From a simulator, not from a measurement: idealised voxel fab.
The document below concerns the process module designated voxel tone inversion.
270 nm wide, 5 nm square cells: that's cross-section cut.
Cross-section = grid of square cells, listed top down in bands; band = one or more rows. In this notation a band is specified by the heights of its top and bottom, in that order and in nm, after which its materials appear from left to right, each paired with its width in nm. The word "throughout" attached to a single material means that material fills the band from edge to edge; the word "empty" stands for empty space. The reference from which all heights are counted is 0, the level beneath which the as-received wafer is entirely one material; the lowest band, having no lower bound, proceeds downward and is written after the example "0 -> down". The expression "30 to 40" gives the width at the extremes of the band, the first number at its top row of cells and the second at its bottom row, with the width changing by equal amounts from each row to the next in between. Step note "everything unchanged" = no cross-section cell changed. Empty spaces counting at least 8 cells and having no open way to the top are listed in "Completely enclosed voids". The notation width x height at distance is used for each, the distance being from the left edge and all three values in nm. The remark found on a step's line after its settings is issued by the simulator itself and pertains to that step. overlay nm: right-of-plan distance of the mask on a masked step; negative values mean left-of-plan.

# Intended process steps
1) RECEIVE | material Si
2) CONFORMAL_DEP | material SiCN | thk nm 5
3) DIRECTIONAL_DEP | material polySi | thk nm 15
4) PATTERN | tone cover | mask id POSTS | material resist | width nm 25 | pitch nm 45 | thk nm 25 | overlay nm 0
5) DIRECTIONAL_ETCH | etch materials polySi | depth nm 15
6) STRIP | etch materials resist
7) FILL_DEP | material lowk | thk nm 5
8) CMP | height nm 20
9) STRIP | etch materials polySi

# Cross-section, incoming material, after step 1
> 0 -> down  Si throughout
> Completely enclosed voids: none

# First wafer of two, sectioned at end of module; run went per plan
> 20 -> 5  lowk 75 nm / empty 25 nm / lowk 20 nm / empty 25 nm / lowk 20 nm / empty 25 nm / lowk 80 nm
> 5 -> 0  SiCN throughout
> 0 -> down  Si throughout
> Completely enclosed voids: none

# Cross-section of the latter of the two wafers at module completion. It had an identical start and an identical plan to the former; in running it, one mistake was made
> 20 -> 5  lowk 75 nm / empty 30 nm / lowk 15 nm / empty 30 nm / lowk 15 nm / empty 30 nm / lowk 75 nm
> 5 -> 0  SiCN throughout
> 0 -> down  Si throughout
> Completely enclosed voids: none
Where did the run depart from the plan? so step 4 ended up running with a different setting than we planned, it ran as PATTERN | tone cover | mask id POSTS | material resist | width nm 30 | pitch nm 45 | thk nm 25 | overlay nm 0
In the final state, the cell counts of the second wafer exceed or fall short of those of the first for the following materials: -9 lowk
